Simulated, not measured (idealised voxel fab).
The process module that follows is named voxel quadruple lines.
Cross-section cut: width 170 nm, square cells of 5 nm.
Heads up, the way a cross-section reads in here is a grid of square cells, handed over as bands from the top down, with every band being one or more rows of cells. It is stipulated that each band's entry specify, in nanometres, the height of the top of the band and then that of its bottom, followed by the materials of the band in left-to-right sequence, each together with its width in nanometres. A single material marked by the word "everywhere" is understood to fill the band from edge to edge; the word "air" is understood to denote empty space. Counting heights begins at 0, where everything beneath is, in the wafer as received, one material. The lowest band has no bottom; it goes on downwards, as "0 down" shows. Per-row width for "30->40": begins at first number (top row of band), ends at second number (bottom row), increment between rows held constant. You'll sometimes find "same as before" written for a step, and that's the way of saying that nowhere in the cross-section did a cell change during that step. Empty spaces without an open route to the top, at least 8 cells in extent, make up the entry "Fully closed voids"; each is given as width x height at distance, where the distance is measured from the left edge, and all are in nm. On each step's line, the part that comes after the settings is the simulator's own comment on the step. What "overlay nm" on a step's line means: if the step has a mask, that mask lay this far to the right of its planned place, or, when the value is negative, to the left.

# Set out below are the planned steps of the process
1,RECEIVE (material Si)
2,CONFORMAL_DEP (material SiO2; thk nm 10)
3,DIRECTIONAL_DEP (material TiN; thk nm 15)
4,DIRECTIONAL_DEP (material polySi; thk nm 20)
5,DIRECTIONAL_DEP (material aC; thk nm 25)
6,PATTERN (tone cover; mask id MANDREL; material resist; width nm 35; thk nm 35; overlay nm 0)
7,DIRECTIONAL_ETCH (etch materials aC; depth nm 25)
8,STRIP (etch materials resist)
9,CONFORMAL_DEP (material SiO2; thk nm 15)
10,DIRECTIONAL_ETCH (etch materials SiO2; depth nm 15)
11,STRIP (etch materials aC)
12,DIRECTIONAL_ETCH (etch materials polySi; depth nm 20)
13,STRIP (etch materials SiO2)
14,CONFORMAL_DEP (material SiCN; thk nm 10)
15,DIRECTIONAL_ETCH (etch materials SiCN; depth nm 10)
16,STRIP (etch materials polySi)
17,DIRECTIONAL_ETCH (etch materials TiN; depth nm 15)
18,STRIP (etch materials SiCN)
19,FILL_DEP (material SiO2; thk nm 10)
20,CMP (height nm 25)

# Incoming wafer in cross-section (state: after step 1)
  0 down | Si everywhere
  Fully closed voids: none

# The first of the two wafers as seen in cross-section once the module was finished; processing followed the plan
  25 to 10 | SiO2 (40); TiN (10); SiO2 (15); TiN (10); SiO2 (15); TiN (10); SiO2 (15); TiN (10); SiO2 (45)
  10 to 0 | SiO2 everywhere
  0 down | Si everywhere
  Fully closed voids: none

# Cross-section, second wafer: same start as the first, same plan as the first, one mistake in running it; taken at the end of the module
  25 to 15 | SiO2 everywhere
  15 to 0 | SiO2 (40); TiN (10); SiO2 (15); TiN (10); SiO2 (15); TiN (10); SiO2 (15); TiN (10); SiO2 (45)
  0 down | Si everywhere
  Fully closed voids: none
It is concluded that the wafer was processed incorrectly with respect to the plan, in that step 2 was left out
At the close, every material occupies the same number of cells on the second wafer as on the first, only in different positions.
